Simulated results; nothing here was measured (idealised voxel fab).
Documented hereafter: the process module known as voxel self aligned contacts.
Square cell edge 5 nm, section width 225 nm, ID cut.
Cross-section layout: square cells on a grid; listed as bands, top to bottom; a band spans one or more cell rows.
In this notation a band is specified by the heights of its top and bottom, in that order and in nm, after which its materials appear from left to right, each paired with its width in nm. The word "all across" attached to a single material means that material fills the band from edge to edge; the word "blank" stands for empty space.
Beneath 0, the wafer as received is one material, and that level is where height counting begins. The lowest band goes on downward without a bottom; it is written like "0 and below".
Per-row width for "30->40": begins at first number (top row of band), ends at second number (bottom row), increment between rows held constant.
"no alteration" (step): cross-section cells unchanged, all of them.
So "Unvented cavities" is basically the list of trapped voids: any empty space of 8 cells or more that can't reach the top through an opening. They're written width x height at distance, the distance being from the left edge, and it's all nm.
after a step's settings: what the simulator itself notes on the step
The "overlay nm" setting may appear on a step's line; for a step that uses a mask, it gives how far to the right of its planned position the mask lay, and a negative value indicates the left.

Steps in the process plan:
- 1: RECEIVE,material Si
- 2: OXIDIZE,depth nm 5
- 3: DIRECTIONAL_DEP,material polySi,thk nm 30
- 4: DIRECTIONAL_DEP,material SiN,thk nm 15
- 5: MASKED_ETCH,tone cover,mask id GATE,width nm 30,pitch nm 55,etch materials SiN,depth nm 15,overlay nm 0
- 6: MASKED_ETCH,tone cover,mask id GATE,width nm 30,pitch nm 55,etch materials polySi,depth nm 30,overlay nm 0
- 7: CONFORMAL_DEP,material SiN,thk nm 5
- 8: DIRECTIONAL_ETCH,etch materials SiN,depth nm 5
- 9: FILL_DEP,material SiO2,thk nm 20
- 10: CMP,height nm 55
- 11: MASKED_ETCH,tone open,mask id CONTACT,width nm 35,pitch nm 55,etch materials SiO2,depth nm 60,overlay nm 0
- 12: CONFORMAL_DEP,material TiN,thk nm 5
- 13: FILL_DEP,material W,thk nm 10
- 14: CMP,height nm 55
- 15: CONFORMAL_DEP,material SiN,thk nm 5

The first wafer of two, processed as planned:

as received, after step 1:
* 0 and below: Si all across
* Unvented cavities: none

Wafer xsec, post step 2:
* 0 down to -5: SiO2 all across
* Lower than -5, everything is as it was.

Wafer xsec, post step 3:
* 30 down to 0: polySi all across
* Lower than 0, everything is as it was.

Wafer xsec, post step 4:
* 45 down to 30: SiN all across
* Lower than 30, everything is as it was.

Wafer xsec, post step 5:
* 45 down to 30: blank: 40  SiN: 30  blank: 25  SiN: 30  blank: 25  SiN: 30  blank: 45
* Lower than 30, everything is as it was.

Wafer xsec, post step 6:
* 45 down to 30: blank: 40  SiN: 30  blank: 25  SiN: 30  blank: 25  SiN: 30  blank: 45
* 30 down to 0: blank: 40  polySi: 30  blank: 25  polySi: 30  blank: 25  polySi: 30  blank: 45
* Lower than 0, everything is as it was.

Wafer xsec, post step 7:
* 50 down to 30: blank: 35  SiN: 40  blank: 15  SiN: 40  blank: 15  SiN: 40  blank: 40
* 30 down to 5: blank: 35  SiN: 5  polySi: 30  SiN: 5  blank: 15  SiN: 5  polySi: 30  SiN: 5  blank: 15  SiN: 5  polySi: 30  SiN: 5  blank: 40
* 5 down to 0: SiN: 40  polySi: 30  SiN: 25  polySi: 30  SiN: 25  polySi: 30  SiN: 45
* Lower than 0, everything is as it was.

Wafer xsec, post step 8:
* 45 down to 30: blank: 35  SiN: 40  blank: 15  SiN: 40  blank: 15  SiN: 40  blank: 40
* 30 down to 0: blank: 35  SiN: 5  polySi: 30  SiN: 5  blank: 15  SiN: 5  polySi: 30  SiN: 5  blank: 15  SiN: 5  polySi: 30  SiN: 5  blank: 40
* Lower than 0, everything is as it was.

Wafer xsec, post step 9:
* 65 down to 45: SiO2 all across
* 45 down to 30: SiO2: 35  SiN: 40  SiO2: 15  SiN: 40  SiO2: 15  SiN: 40  SiO2: 40
* 30 down to 0: SiO2: 35  SiN: 5  polySi: 30  SiN: 5  SiO2: 15  SiN: 5  polySi: 30  SiN: 5  SiO2: 15  SiN: 5  polySi: 30  SiN: 5  SiO2: 40
* Lower than 0, everything is as it was.

Wafer xsec, post step 10:
* 55 down to 45: SiO2 all across
* Lower than 45, everything is as it was.

Wafer xsec, post step 11:
* 55 down to 45: SiO2: 65  blank: 35  SiO2: 20  blank: 35  SiO2: 70
* 45 down to 30: SiO2: 35  SiN: 40  blank: 15  SiN: 40  blank: 15  SiN: 40  SiO2: 40
* 30 down to 0: SiO2: 35  SiN: 5  polySi: 30  SiN: 5  blank: 15  SiN: 5  polySi: 30  SiN: 5  blank: 15  SiN: 5  polySi: 30  SiN: 5  SiO2: 40
* 0 down to -5: SiO2: 75  blank: 15  SiO2: 40  blank: 15  SiO2: 80
* Lower than -5, everything is as it was.

Wafer xsec, post step 12:
* 60 down to 55: TiN: 70  blank: 25  TiN: 30  blank: 25  TiN: 75
* 55 down to 45: SiO2: 65  TiN: 5->15  blank: 25->5  TiN: 5->15  SiO2: 20  TiN: 5->15  blank: 25->5  TiN: 5->15  SiO2: 70
* 45 down to 30: SiO2: 35  SiN: 40  TiN: 5  blank: 5  TiN: 5  SiN: 40  TiN: 5  blank: 5  TiN: 5  SiN: 40  SiO2: 40
* 30 down to 0: SiO2: 35  SiN: 5  polySi: 30  SiN: 5  TiN: 5  blank: 5  TiN: 5  SiN: 5  polySi: 30  SiN: 5  TiN: 5  blank: 5  TiN: 5  SiN: 5  polySi: 30  SiN: 5  SiO2: 40
* 0 down to -5: SiO2: 75  TiN: 15  SiO2: 40  TiN: 15  SiO2: 80
* Lower than -5, everything is as it was.

Wafer xsec, post step 13:
* 70 down to 60: W all across
* 60 down to 55: TiN: 70  W: 25  TiN: 30  W: 25  TiN: 75
* 55 down to 45: SiO2: 65  TiN: 5->15  W: 25->5  TiN: 5->15  SiO2: 20  TiN: 5->15  W: 25->5  TiN: 5->15  SiO2: 70
* 45 down to 30: SiO2: 35  SiN: 40  TiN: 5  W: 5  TiN: 5  SiN: 40  TiN: 5  W: 5  TiN: 5  SiN: 40  SiO2: 40
* 30 down to 0: SiO2: 35  SiN: 5  polySi: 30  SiN: 5  TiN: 5  W: 5  TiN: 5  SiN: 5  polySi: 30  SiN: 5  TiN: 5  W: 5  TiN: 5  SiN: 5  polySi: 30  SiN: 5  SiO2: 40
* Lower than 0, everything is as it was.

Wafer xsec, post step 14:
* 55 down to 45: SiO2: 65  TiN: 5->15  W: 25->5  TiN: 5->15  SiO2: 20  TiN: 5->15  W: 25->5  TiN: 5->15  SiO2: 70
* Lower than 45, everything is as it was.

Wafer xsec, post step 15:
* 60 down to 55: SiN all across
* Lower than 55, everything is as it was.

The second wafer began exactly as the first did and followed the same plan, but one mistake was made while running it; through step 6 inclusive, the two wafers are identical:

Second wafer, section view, time point: scheduled end of step 7: no alteration

Second wafer, section view, time point: scheduled end of step 8:
* 40 down to 30: blank: 40  SiN: 30  blank: 25  SiN: 30  blank: 25  SiN: 30  blank: 45
* Lower than 30, everything is as it was.

Second wafer, section view, time point: scheduled end of step 9:
* 60 down to 40: SiO2 all across
* 40 down to 30: SiO2: 40  SiN: 30  SiO2: 25  SiN: 30  SiO2: 25  SiN: 30  SiO2: 45
* 30 down to 0: SiO2: 40  polySi: 30  SiO2: 25  polySi: 30  SiO2: 25  polySi: 30  SiO2: 45
* Lower than 0, everything is as it was.

Second wafer, section view, time point: scheduled end of step 10:
* 55 down to 40: SiO2 all across
* Lower than 40, everything is as it was.

Second wafer, section view, time point: scheduled end of step 11:
* 55 down to 40: SiO2: 65  blank: 35  SiO2: 20  blank: 35  SiO2: 70
* 40 down to 30: SiO2: 40  SiN: 30  blank: 25  SiN: 30  blank: 25  SiN: 30  SiO2: 45
* 30 down to 0: SiO2: 40  polySi: 30  blank: 25  polySi: 30  blank: 25  polySi: 30  SiO2: 45
* 0 down to -5: SiO2: 70  blank: 25  SiO2: 30  blank: 25  SiO2: 75
* Lower than -5, everything is as it was.

Second wafer, section view, time point: scheduled end of step 12:
* 60 down to 55: TiN: 70  blank: 25  TiN: 30  blank: 25  TiN: 75
* 55 down to 45: SiO2: 65  TiN: 5  blank: 25  TiN: 5  SiO2: 20  TiN: 5  blank: 25  TiN: 5  SiO2: 70
* 45 down to 40: SiO2: 65  TiN: 10  blank: 15  TiN: 10  SiO2: 20  TiN: 10  blank: 15  TiN: 10  SiO2: 70
* 40 down to 30: SiO2: 40  SiN: 30  TiN: 5  blank: 15  TiN: 5  SiN: 30  TiN: 5  blank: 15  TiN: 5  SiN: 30  SiO2: 45
* 30 down to 0: SiO2: 40  polySi: 30  TiN: 5  blank: 15  TiN: 5  polySi: 30  TiN: 5  blank: 15  TiN: 5  polySi: 30  SiO2: 45
* 0 down to -5: SiO2: 70  TiN: 25  SiO2: 30  TiN: 25  SiO2: 75
* Lower than -5, everything is as it was.

Second wafer, section view, time point: scheduled end of step 13:
* 70 down to 60: W all across
* 60 down to 55: TiN: 70  W: 25  TiN: 30  W: 25  TiN: 75
* 55 down to 45: SiO2: 65  TiN: 5  W: 25  TiN: 5  SiO2: 20  TiN: 5  W: 25  TiN: 5  SiO2: 70
* 45 down to 40: SiO2: 65  TiN: 10  W: 15  TiN: 10  SiO2: 20  TiN: 10  W: 15  TiN: 10  SiO2: 70
* 40 down to 30: SiO2: 40  SiN: 30  TiN: 5  W: 15  TiN: 5  SiN: 30  TiN: 5  W: 15  TiN: 5  SiN: 30  SiO2: 45
* 30 down to 0: SiO2: 40  polySi: 30  TiN: 5  W: 15  TiN: 5  polySi: 30  TiN: 5  W: 15  TiN: 5  polySi: 30  SiO2: 45
* Lower than 0, everything is as it was.

Second wafer, section view, time point: scheduled end of step 14:
* 55 down to 45: SiO2: 65  TiN: 5  W: 25  TiN: 5  SiO2: 20  TiN: 5  W: 25  TiN: 5  SiO2: 70
* Lower than 45, everything is as it was.

Second wafer, section view, time point: scheduled end of step 15:
* 60 down to 55: SiN all across
* Lower than 55, everything is as it was.
Finding, execution versus plan: step 7 from the plan never happened, it was just skipped
Wafer comparison, final, in cells, second relative to first, materials more or fewer: 72 fewer of SiN, 28 more of SiO2, 44 more of W
